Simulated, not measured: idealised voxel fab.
process module | voxel self aligned vias
cross-section cut | 260 nm wide | cells 5 nm
A cross-section is a grid of square cells, given in bands from the top down. A band is one or more rows of cells.
Each band's line starts with the height of the band's top and of its bottom, in nm. Then come its materials from left to right, each with its width in nm. One material with "throughout" fills the band from edge to edge. "air" is empty space.
Height 0 is the level under which the wafer as received is all one material. The lowest band goes on downwards, as in "0 down".
A width such as "30 to 40" changes by the same amount from each row of cells to the next, from the band's top row to its bottom row.
"no change" after a step means that no cell of the cross-section changed.
closed voids: empty space of 8 cells or more with no open way to the top, each as width x height at its distance from the left edge, in nm
after a step's settings: what the simulator itself notes on the step
overlay nm, on a step with a mask: how far to the right of its planned place the mask lay; to the left if negative
plan
1 op RECEIVE | material Si
2 op CONFORMAL_DEP | material SiO2 | thk nm 15
3 op CONFORMAL_DEP | material SiCN | thk nm 5
4 op DIRECTIONAL_DEP | material SiO2 | thk nm 30
5 op PATTERN | tone open | mask id LINES | material resist | width nm 30 | pitch nm 60 | thk nm 20 | overlay nm 0
6 op DIRECTIONAL_ETCH | etch materials SiO2 | depth nm 30
7 op STRIP | etch materials resist
8 op CONFORMAL_DEP | material TiN | thk nm 5
9 op FILL_DEP | material Ru | thk nm 10
10 op CMP | height nm 50
11 op SELECTIVE_ETCH | etch materials W Ru TiN | depth nm 5
12 op FILL_DEP | material SiN | thk nm 10
13 op CMP | height nm 50
14 op DIRECTIONAL_DEP | material SiO2 | thk nm 15
15 op MASKED_ETCH | tone open | mask id VIAS | width nm 40 | pitch nm 60 | etch materials SiO2 | depth nm 15 | overlay nm 0
16 op MASKED_ETCH | tone open | mask id VIAS | width nm 40 | pitch nm 60 | etch materials SiN | depth nm 5 | overlay nm 0
17 op CONFORMAL_DEP | material TiN | thk nm 5
18 op FILL_DEP | material W | thk nm 10
19 op CMP | height nm 65
20 op CONFORMAL_DEP | material SiCN | thk nm 5
as received, after step 1
  0 down: Si throughout
  closed voids: none
a wafer at the end: this start, this plan, one mistake
  70 to 65: SiCN throughout
  65 to 55: W 45 | TiN 5 | SiO2 40 | TiN 5 | W 10 | TiN 5 | SiO2 40 | TiN 5 | W 10 | TiN 5 | SiO2 40 | TiN 5 | W 45
  55 to 50: TiN 50 | SiO2 40 | TiN 20 | SiO2 40 | TiN 20 | SiO2 40 | TiN 50
  50 to 45: SiO2 55 | SiN 30 | SiO2 30 | SiN 30 | SiO2 30 | SiN 30 | SiO2 55
  45 to 25: SiO2 55 | TiN 5 | Ru 20 | TiN 5 | SiO2 30 | TiN 5 | Ru 20 | TiN 5 | SiO2 30 | TiN 5 | Ru 20 | TiN 5 | SiO2 55
  25 to 20: SiO2 55 | TiN 30 | SiO2 30 | TiN 30 | SiO2 30 | TiN 30 | SiO2 55
  20 to 15: SiCN throughout
  15 to 0: SiO2 throughout
  0 down: Si throughout
  closed voids: none
what went wrong: step 15 ran as: op MASKED_ETCH | tone cover | mask id VIAS | width nm 40 | pitch nm 60 | etch materials SiO2 | depth nm 15 | overlay nm 0
